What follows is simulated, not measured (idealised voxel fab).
The following process module bears the name voxel self aligned vias.
150 nm wide, 5 nm square cells: that's cross-section cut.
A cross-section in this document is a grid of square cells, and it is written down as bands, the top band listed before the ones below it; a band is made up of one or more rows of cells.
Basically the band line says how high the top is and how high the bottom is, in nm, and then what's in it from left to right, every material with its width in nm. Empty space shows up as "blank", and if a single material carries "throughout" it runs the full band edge to edge.
Below 0: as-received wafer, all one material; heights counted from there. Lowest band: no bottom, goes on down, written "0..down".
Note: "30 to 40" means the width goes from the first number (top row of the band) to the second number (bottom row) in equal steps per row of cells.
No cell of the cross-section changed in a step that is given as "stayed the same".
So "Fully sealed voids" is basically the list of trapped voids: any empty space of 8 cells or more that can't reach the top through an opening. They're written width x height at distance, the distance being from the left edge, and it's all nm.
Anything after a step's settings on that line? It's the simulator's own note about the step.
Each step line may optionally specify "overlay nm", which for a step with a mask gives the rightward distance between the mask's planned place and where it lay, a negative value indicating the leftward direction.

-- Set out below are the planned steps of the process
1. RECEIVE | material Si
2. CONFORMAL_DEP | material SiO2 | thk nm 10
3. CONFORMAL_DEP | material SiCN | thk nm 5
4. DIRECTIONAL_DEP | material SiO2 | thk nm 30
5. MASKED_ETCH | tone open | mask id LINES | width nm 30 | pitch nm 55 | etch materials SiO2 | depth nm 30 | overlay nm 0
6. CONFORMAL_DEP | material TiN | thk nm 5
7. FILL_DEP | material Ru | thk nm 5
8. CMP | height nm 45
9. SELECTIVE_ETCH | etch materials W Ru TiN | depth nm 10
10. FILL_DEP | material SiN | thk nm 10
11. CMP | height nm 45
12. DIRECTIONAL_DEP | material SiO2 | thk nm 15
13. PATTERN | tone open | mask id VIAS | material resist | width nm 40 | thk nm 20 | overlay nm 0
14. DIRECTIONAL_ETCH | etch materials SiO2 | depth nm 15
15. DIRECTIONAL_ETCH | etch materials SiN | depth nm 10
16. STRIP | etch materials resist
17. CONFORMAL_DEP | material TiN | thk nm 5
18. FILL_DEP | material Cu | thk nm 5
19. CMP | height nm 60
20. CONFORMAL_DEP | material SiCN | thk nm 5

-- Account of the first of two wafers, which was processed as intended

-- Cross-section, incoming material, after step 1
  0..down  Si throughout
  Fully sealed voids: none

-- Cross-sectional representation of the wafer at the conclusion of step 2
  10..0  SiO2 throughout
  Below a height of 0, the structure has not been altered.

-- Cross-sectional representation of the wafer at the conclusion of step 3
  15..10  SiCN throughout
  Below a height of 10, the structure has not been altered.

-- Cross-sectional representation of the wafer at the conclusion of step 4
  45..15  SiO2 throughout
  Below a height of 15, the structure has not been altered.

-- Cross-sectional representation of the wafer at the conclusion of step 5
  45..15  SiO2 30 nm, blank 30 nm, SiO2 25 nm, blank 30 nm, SiO2 35 nm
  Below a height of 15, the structure has not been altered.

-- Cross-sectional representation of the wafer at the conclusion of step 6
  50..45  TiN 35 nm, blank 20 nm, TiN 35 nm, blank 20 nm, TiN 40 nm
  45..20  SiO2 30 nm, TiN 5 nm, blank 20 nm, TiN 5 nm, SiO2 25 nm, TiN 5 nm, blank 20 nm, TiN 5 nm, SiO2 35 nm
  20..15  SiO2 30 nm, TiN 30 nm, SiO2 25 nm, TiN 30 nm, SiO2 35 nm
  Below a height of 15, the structure has not been altered.

-- Cross-sectional representation of the wafer at the conclusion of step 7
  55..50  Ru throughout
  50..45  TiN 35 nm, Ru 20 nm, TiN 35 nm, Ru 20 nm, TiN 40 nm
  45..20  SiO2 30 nm, TiN 5 nm, Ru 20 nm, TiN 5 nm, SiO2 25 nm, TiN 5 nm, Ru 20 nm, TiN 5 nm, SiO2 35 nm
  Below a height of 20, the structure has not been altered.

-- Cross-sectional representation of the wafer at the conclusion of step 8
  45..20  SiO2 30 nm, TiN 5 nm, Ru 20 nm, TiN 5 nm, SiO2 25 nm, TiN 5 nm, Ru 20 nm, TiN 5 nm, SiO2 35 nm
  Below a height of 20, the structure has not been altered.

-- Cross-sectional representation of the wafer at the conclusion of step 9
  45..35  SiO2 30 nm, blank 30 nm, SiO2 25 nm, blank 30 nm, SiO2 35 nm
  Below a height of 35, the structure has not been altered.

-- Cross-sectional representation of the wafer at the conclusion of step 10
  55..45  SiN throughout
  45..35  SiO2 30 nm, SiN 30 nm, SiO2 25 nm, SiN 30 nm, SiO2 35 nm
  Below a height of 35, the structure has not been altered.

-- Cross-sectional representation of the wafer at the conclusion of step 11
  45..35  SiO2 30 nm, SiN 30 nm, SiO2 25 nm, SiN 30 nm, SiO2 35 nm
  Below a height of 35, the structure has not been altered.

-- Cross-sectional representation of the wafer at the conclusion of step 12
  60..45  SiO2 throughout
  Below a height of 45, the structure has not been altered.

-- Cross-sectional representation of the wafer at the conclusion of step 13
  80..60  resist 25 nm, blank 40 nm, resist 85 nm
  Below a height of 60, the structure has not been altered.

-- Cross-sectional representation of the wafer at the conclusion of step 14
  80..60  resist 25 nm, blank 40 nm, resist 85 nm
  60..45  SiO2 25 nm, blank 40 nm, SiO2 85 nm
  Below a height of 45, the structure has not been altered.

-- Cross-sectional representation of the wafer at the conclusion of step 15
  80..60  resist 25 nm, blank 40 nm, resist 85 nm
  60..45  SiO2 25 nm, blank 40 nm, SiO2 85 nm
  45..35  SiO2 30 nm, blank 30 nm, SiO2 25 nm, SiN 30 nm, SiO2 35 nm
  Below a height of 35, the structure has not been altered.

-- Cross-sectional representation of the wafer at the conclusion of step 16
  60..45  SiO2 25 nm, blank 40 nm, SiO2 85 nm
  Below a height of 45, the structure has not been altered.

-- Cross-sectional representation of the wafer at the conclusion of step 17
  65..60  TiN 30 nm, blank 30 nm, TiN 90 nm
  60..50  SiO2 25 nm, TiN 5 nm, blank 30 nm, TiN 5 nm, SiO2 85 nm
  50..45  SiO2 25 nm, TiN 10 nm, blank 20 nm, TiN 10 nm, SiO2 85 nm
  45..40  SiO2 30 nm, TiN 5 nm, blank 20 nm, TiN 5 nm, SiO2 25 nm, SiN 30 nm, SiO2 35 nm
  40..35  SiO2 30 nm, TiN 30 nm, SiO2 25 nm, SiN 30 nm, SiO2 35 nm
  Below a height of 35, the structure has not been altered.

-- Cross-sectional representation of the wafer at the conclusion of step 18
  70..65  Cu throughout
  65..60  TiN 30 nm, Cu 30 nm, TiN 90 nm
  60..50  SiO2 25 nm, TiN 5 nm, Cu 30 nm, TiN 5 nm, SiO2 85 nm
  50..45  SiO2 25 nm, TiN 10 nm, Cu 20 nm, TiN 10 nm, SiO2 85 nm
  45..40  SiO2 30 nm, TiN 5 nm, Cu 20 nm, TiN 5 nm, SiO2 25 nm, SiN 30 nm, SiO2 35 nm
  Below a height of 40, the structure has not been altered.

-- Cross-sectional representation of the wafer at the conclusion of step 19
  60..50  SiO2 25 nm, TiN 5 nm, Cu 30 nm, TiN 5 nm, SiO2 85 nm
  Below a height of 50, the structure has not been altered.

-- Cross-sectional representation of the wafer at the conclusion of step 20
  65..60  SiCN throughout
  Below a height of 60, the structure has not been altered.

-- Regarding the second of the two wafers: it shared the first wafer's starting condition and process plan, yet one error occurred during its execution. Its history coincides with that of the first wafer up to and including step 13

-- What the second wafer looks like in cross-section when step 14 should have wrapped up
  80..60  resist 25 nm, blank 40 nm, resist 85 nm
  60..45  SiO2 25 nm, blank 40 nm, SiO2 85 nm
  45..35  SiO2 25 nm, blank 5 nm, SiN 30 nm, blank 5 nm, SiO2 20 nm, SiN 30 nm, SiO2 35 nm
  35..30  SiO2 25 nm, blank 5 nm, TiN 5 nm, Ru 20 nm, TiN 5 nm, blank 5 nm, SiO2 20 nm, TiN 5 nm, Ru 20 nm, TiN 5 nm, SiO2 35 nm
  Below a height of 30, the structure has not been altered.

-- What the second wafer looks like in cross-section when step 15 should have wrapped up
  80..60  resist 25 nm, blank 40 nm, resist 85 nm
  60..45  SiO2 25 nm, blank 40 nm, SiO2 85 nm
  45..35  SiO2 25 nm, blank 40 nm, SiO2 20 nm, SiN 30 nm, SiO2 35 nm
  Below a height of 35, the structure has not been altered.

-- What the second wafer looks like in cross-section when step 16 should have wrapped up
  60..45  SiO2 25 nm, blank 40 nm, SiO2 85 nm
  Below a height of 45, the structure has not been altered.

-- What the second wafer looks like in cross-section when step 17 should have wrapped up
  65..60  TiN 30 nm, blank 30 nm, TiN 90 nm
  60..45  SiO2 25 nm, TiN 5 nm, blank 30 nm, TiN 5 nm, SiO2 85 nm
  45..40  SiO2 25 nm, TiN 5 nm, blank 30 nm, TiN 5 nm, SiO2 20 nm, SiN 30 nm, SiO2 35 nm
  40..35  SiO2 25 nm, TiN 40 nm, SiO2 20 nm, SiN 30 nm, SiO2 35 nm
  35..30  SiO2 25 nm, TiN 10 nm, Ru 20 nm, TiN 10 nm, SiO2 20 nm, TiN 5 nm, Ru 20 nm, TiN 5 nm, SiO2 35 nm
  Below a height of 30, the structure has not been altered.

-- What the second wafer looks like in cross-section when step 18 should have wrapped up
  70..65  Cu throughout
  65..60  TiN 30 nm, Cu 30 nm, TiN 90 nm
  60..45  SiO2 25 nm, TiN 5 nm, Cu 30 nm, TiN 5 nm, SiO2 85 nm
  45..40  SiO2 25 nm, TiN 5 nm, Cu 30 nm, TiN 5 nm, SiO2 20 nm, SiN 30 nm, SiO2 35 nm
  Below a height of 40, the structure has not been altered.

-- What the second wafer looks like in cross-section when step 19 should have wrapped up
  60..45  SiO2 25 nm, TiN 5 nm, Cu 30 nm, TiN 5 nm, SiO2 85 nm
  Below a height of 45, the structure has not been altered.

-- What the second wafer looks like in cross-section when step 20 should have wrapped up
  65..60  SiCN throughout
  Below a height of 60, the structure has not been altered.
Run error: step 14 from the plan got run twice
Count the cells at the end and the second wafer has more or fewer of some materials than the first: +4 Cu | -6 SiO2 | +2 TiN
